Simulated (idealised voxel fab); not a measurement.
Process module, titled voxel wiring stack
This is section cut - it's 290 nm across, gridded in 5 nm square cells.
Notation: cross-section as square-cell grid; stated in bands, top first, going down; one or more cell rows per band. Per band: top height and bottom height in nm, followed by the left-to-right materials and their widths in nm; "everywhere" marks a single material spanning edge to edge, "air" marks empty space. A quick word on heights: they are counted from 0, and under that level the wafer as it came to us is one material throughout. The lowest band is different from the rest in having no bottom; it simply continues downward, written as in "0..down". Graded width ("30->40"): value in top row of band = first number; value in bottom row = second number; row-to-row change constant. Basically "changes: none" means that step didn't change any cell in the cross-section. The label "Closed cavities" introduces a list of the empty spaces, 8 cells or larger, that have no open way up to the top; each entry in it reads width x height at distance, where the distance is taken from the left edge and all three are stated in nm. Heads up: the bit after the settings on a step's line is the simulator's remark on that step. overlay nm: right-of-plan distance of the mask on a masked step; negative values mean left-of-plan.

-- So here's the lineup of process steps we planned
step 1: RECEIVE [material Si]
step 2: CONFORMAL_DEP [material SiO2] [thk nm 15]
step 3: DIRECTIONAL_DEP [material TiN] [thk nm 5]
step 4: DIRECTIONAL_DEP [material Ru] [thk nm 25]
step 5: DIRECTIONAL_DEP [material aC] [thk nm 10]
step 6: PATTERN [tone cover] [mask id METAL_1] [material resist] [width nm 15] [pitch nm 40] [thk nm 30] [overlay nm 0]
step 7: DIRECTIONAL_ETCH [etch materials aC] [depth nm 10]
step 8: STRIP [etch materials resist]
step 9: DIRECTIONAL_ETCH [etch materials Ru] [depth nm 25]
step 10: DIRECTIONAL_ETCH [etch materials TiN] [depth nm 5]
step 11: STRIP [etch materials aC]
step 12: FILL_DEP [material lowk] [thk nm 10]
step 13: CMP [height nm 45]
step 14: CONFORMAL_DEP [material SiCN] [thk nm 5]
step 15: DIRECTIONAL_DEP [material SiO2] [thk nm 20]
step 16: PATTERN [tone open] [mask id PLUG_1] [material resist] [width nm 15] [pitch nm 40] [thk nm 20] [overlay nm 0]
step 17: DIRECTIONAL_ETCH [etch materials SiO2] [depth nm 20]
step 18: DIRECTIONAL_ETCH [etch materials SiCN] [depth nm 5]
step 19: STRIP [etch materials resist]
step 20: EPI [material Ru] [thk nm 10]
step 21: EPI [material Ru] [thk nm 10]
step 22: EPI [material Ru] [thk nm 5]
step 23: DIRECTIONAL_DEP [material TiN] [thk nm 5]
step 24: DIRECTIONAL_DEP [material Ru] [thk nm 20]
step 25: DIRECTIONAL_DEP [material aC] [thk nm 15]
step 26: PATTERN [tone cover] [mask id METAL_2] [material resist] [width nm 25] [pitch nm 40] [thk nm 30] [overlay nm 0]
step 27: DIRECTIONAL_ETCH [etch materials aC] [depth nm 15]
step 28: STRIP [etch materials resist]
step 29: DIRECTIONAL_ETCH [etch materials Ru] [depth nm 20]
step 30: DIRECTIONAL_ETCH [etch materials TiN] [depth nm 5]
step 31: STRIP [etch materials aC]
step 32: FILL_DEP [material lowk] [thk nm 10]
step 33: CMP [height nm 95]
step 34: CONFORMAL_DEP [material SiCN] [thk nm 5]
step 35: DIRECTIONAL_DEP [material SiO2] [thk nm 30]
step 36: DIRECTIONAL_DEP [material aC] [thk nm 10]
step 37: PATTERN [tone open] [mask id METAL_3] [material resist] [width nm 25] [pitch nm 40] [thk nm 25] [overlay nm 0]
step 38: DIRECTIONAL_ETCH [etch materials aC] [depth nm 10]
step 39: STRIP [etch materials resist]
step 40: DIRECTIONAL_ETCH [etch materials SiO2] [depth nm 15]
step 41: STRIP [etch materials aC]
step 42: PATTERN [tone open] [mask id METAL_3_HOLES] [material resist] [width nm 15] [thk nm 15] [overlay nm 0]
step 43: DIRECTIONAL_ETCH [etch materials SiO2] [depth nm 15]
step 44: DIRECTIONAL_ETCH [etch materials SiCN] [depth nm 5]
step 45: STRIP [etch materials resist]
step 46: CONFORMAL_DEP [material TiN] [thk nm 5]
step 47: FILL_DEP [material Cu] [thk nm 5]
step 48: CMP [height nm 130]
step 49: CONFORMAL_DEP [material SiCN] [thk nm 5]
step 50: DIRECTIONAL_DEP [material SiO2] [thk nm 25]
step 51: MASKED_ETCH [tone open] [mask id METAL_4_HOLES] [width nm 15] [pitch nm 40] [etch materials SiO2] [depth nm 25] [overlay nm 0]
step 52: PATTERN [tone open] [mask id METAL_4] [material resist] [width nm 25] [pitch nm 40] [thk nm 20] [overlay nm 0]
step 53: DIRECTIONAL_ETCH [etch materials SiO2] [depth nm 15]
step 54: DIRECTIONAL_ETCH [etch materials SiCN] [depth nm 5]
step 55: STRIP [etch materials resist]
step 56: CONFORMAL_DEP [material TiN] [thk nm 5]
step 57: FILL_DEP [material Cu] [thk nm 5]
step 58: CMP [height nm 160]
step 59: CONFORMAL_DEP [material SiCN] [thk nm 5]
The width nm used in step 6 is not the same on every wafer, whereas the starting condition is; the value printed in the plan is the first wafer's.

-- So this is the first of several wafers, cross-sectioned as it came to us, meaning it's at the end of step 1
- 0..down  Si everywhere
- Closed cavities: none

-- Where each wafer stands at the end of the module, a row apiece: cells of each material gained (+) or lost (-) since it was received, then closed voids
width nm 15 | +34 Cu | +100 Ru | +217 SiCN | +939 SiO2 | +72 TiN | +552 lowk | Closed cavities: none
width nm 20 | +34 Cu | +110 Ru | +217 SiCN | +939 SiO2 | +74 TiN | +540 lowk | Closed cavities: none
width nm 25 | +34 Cu | +120 Ru | +217 SiCN | +939 SiO2 | +76 TiN | +528 lowk | Closed cavities: none
